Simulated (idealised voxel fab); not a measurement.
process module | voxel gate over fins
The cross-section on display is named cut; it measures 220 nm wide, and its cells are 5 nm squares.
Throughout this document, each cross-section is represented as a grid of square cells and is presented as a sequence of bands enumerated from the top downward, where a band comprises one or more rows of cells.
Quick guide to a band line: top height, bottom height (nm) up front; then every material left to right with its width in nm. Only one material and it's marked "everywhere"? Then it fills the band edge to edge. And "air" just means empty space.
Heights are reckoned from 0. Under this level, the received wafer is all of one material. The bottommost band is open-ended downward, for example "top 0, no bottom".
Quick explanation for "30 to 40": the width changes in equal steps down the rows of cells, from the first number in the band's top row to the second number in its bottom row.
You'll sometimes find "no alteration" written for a step, and that's the way of saying that nowhere in the cross-section did a cell change during that step.
Voids not open to the top, 8 cells minimum: see "Enclosed cavities". Written width x height at distance; distance is from the left edge; nm.
Anything after a step's settings on that line? It's the simulator's own note about the step.
A step line may carry the setting "overlay nm", which, for steps involving a mask, states the distance by which the mask lay to the right of its intended position; negative values denote displacement to the left.
-- Here's what the planned process steps look like
step 1: RECEIVE (material Si)
step 2: CONFORMAL_DEP (material SiN; thk nm 10)
step 3: PATTERN (tone cover; mask id FINS; material resist; width nm 15; pitch nm 50; thk nm 20; overlay nm 0)
step 4: DIRECTIONAL_ETCH (etch materials SiN; depth nm 10)
step 5: DIRECTIONAL_ETCH (etch materials Si; depth nm 40)
step 6: STRIP (etch materials resist)
step 7: OXIDIZE (depth nm 5)
step 8: FILL_DEP (material SiO2; thk nm 5)
step 9: CMP (height nm 10)
step 10: DIRECTIONAL_DEP (material aC; thk nm 10)
step 11: PATTERN (tone open; mask id RAIL; material resist; width nm 15; thk nm 25; overlay nm 0)
step 12: DIRECTIONAL_ETCH (etch materials aC; depth nm 10)
step 13: STRIP (etch materials resist)
step 14: DIRECTIONAL_ETCH (etch materials SiO2; depth nm 45)
step 15: STRIP (etch materials aC)
step 16: CONFORMAL_DEP (material TiN; thk nm 5)
step 17: FILL_DEP (material W; thk nm 10)
step 18: CMP (height nm 10)
step 19: SELECTIVE_ETCH (etch materials W Ru TiN; depth nm 30)
step 20: FILL_DEP (material SiO2; thk nm 5)
step 21: CMP (height nm 10)
step 22: SELECTIVE_ETCH (etch materials SiO2; depth nm 20)
step 23: STRIP (etch materials SiN)
step 24: CONFORMAL_DEP (material HfO2; thk nm 5)
step 25: CONFORMAL_DEP (material TiN; thk nm 5)
step 26: FILL_DEP (material W; thk nm 15)
step 27: CMP (height nm 20)
step 28: CONFORMAL_DEP (material SiCN; thk nm 5)
The value of width nm given for step 3 in the plan refers to the first wafer; the wafers vary in this setting and are alike at the start.
-- So this is the first of several wafers, cross-sectioned as it came to us, meaning it's at the end of step 1
top 0, no bottom | Si everywhere
Enclosed cavities: none
-- first wafer at the end, after step 28
top 25, bottom 20 | SiCN everywhere
top 20, bottom 10 | W everywhere
top 10, bottom 5 | W 20, TiN 25, W 25, TiN 25, W 25, TiN 25, W 25, TiN 25, W 25
top 5, bottom 0 | W 20, TiN 5, HfO2 15, TiN 5, W 25, TiN 5, HfO2 15, TiN 5, W 25, TiN 5, HfO2 15, TiN 5, W 25, TiN 5, HfO2 15, TiN 5, W 25
top 0, bottom -5 | TiN 25, HfO2 5, Si 5, HfO2 5, TiN 35, HfO2 5, Si 5, HfO2 5, TiN 35, HfO2 5, Si 5, HfO2 5, TiN 35, HfO2 5, Si 5, HfO2 5, TiN 30
top -5, bottom -10 | HfO2 30, Si 5, HfO2 45, Si 5, HfO2 45, Si 5, HfO2 45, Si 5, HfO2 35
top -10, bottom -20 | SiO2 30, Si 5, SiO2 45, Si 5, SiO2 45, Si 5, SiO2 45, Si 5, SiO2 35
top -20, bottom -30 | SiO2 30, Si 5, SiO2 15, TiN 5, W 5, TiN 5, SiO2 15, Si 5, SiO2 45, Si 5, SiO2 45, Si 5, SiO2 35
top -30, bottom -35 | SiO2 30, Si 5, SiO2 15, TiN 15, SiO2 15, Si 5, SiO2 45, Si 5, SiO2 45, Si 5, SiO2 35
top -35, bottom -45 | SiO2 30, Si 5, SiO2 45, Si 5, SiO2 45, Si 5, SiO2 45, Si 5, SiO2 35
top -45, no bottom | Si everywhere
Enclosed cavities: none
-- Of the several wafers, the last: cross-section at the end of the module
top 25, bottom 20 | SiCN everywhere
top 20, bottom 10 | W everywhere
top 10, bottom 5 | W 15, TiN 40, W 10, TiN 40, W 10, TiN 40, W 10, TiN 40, W 15
top 5, bottom 0 | W 15, TiN 5, HfO2 30, TiN 5, W 10, TiN 5, HfO2 30, TiN 5, W 10, TiN 5, HfO2 30, TiN 5, W 10, TiN 5, HfO2 30, TiN 5, W 15
top 0, bottom -5 | TiN 20, HfO2 5, Si 20, HfO2 5, TiN 20, HfO2 5, Si 20, HfO2 5, TiN 20, HfO2 5, Si 20, HfO2 5, TiN 20, HfO2 5, Si 20, HfO2 5, TiN 20
top -5, bottom -10 | HfO2 25, Si 20, HfO2 30, Si 20, HfO2 30, Si 20, HfO2 30, Si 20, HfO2 25
top -10, bottom -20 | SiO2 25, Si 20, SiO2 30, Si 20, SiO2 30, Si 20, SiO2 30, Si 20, SiO2 25
top -20, bottom -30 | SiO2 25, Si 20, SiO2 5, TiN 5, W 5, TiN 5, SiO2 10, Si 20, SiO2 30, Si 20, SiO2 30, Si 20, SiO2 25
top -30, bottom -35 | SiO2 25, Si 20, SiO2 5, TiN 15, SiO2 10, Si 20, SiO2 30, Si 20, SiO2 30, Si 20, SiO2 25
top -35, bottom -45 | SiO2 25, Si 20, SiO2 30, Si 20, SiO2 30, Si 20, SiO2 30, Si 20, SiO2 25
top -45, no bottom | Si everywhere
Enclosed cavities: none
-- Table: wafers, a row each; end-of-module cell change per material since receipt, gain (+), loss (-); then closed voids
width nm 15; +60 HfO2; -360 Si; +44 SiCN; +271 SiO2; +67 TiN; +138 W; Enclosed cavities: none
width nm 20; +60 HfO2; -324 Si; +44 SiCN; +243 SiO2; +67 TiN; +130 W; Enclosed cavities: none
width nm 25; +60 HfO2; -288 Si; +44 SiCN; +215 SiO2; +67 TiN; +122 W; Enclosed cavities: none
width nm 30; +60 HfO2; -252 Si; +44 SiCN; +187 SiO2; +67 TiN; +114 W; Enclosed cavities: none
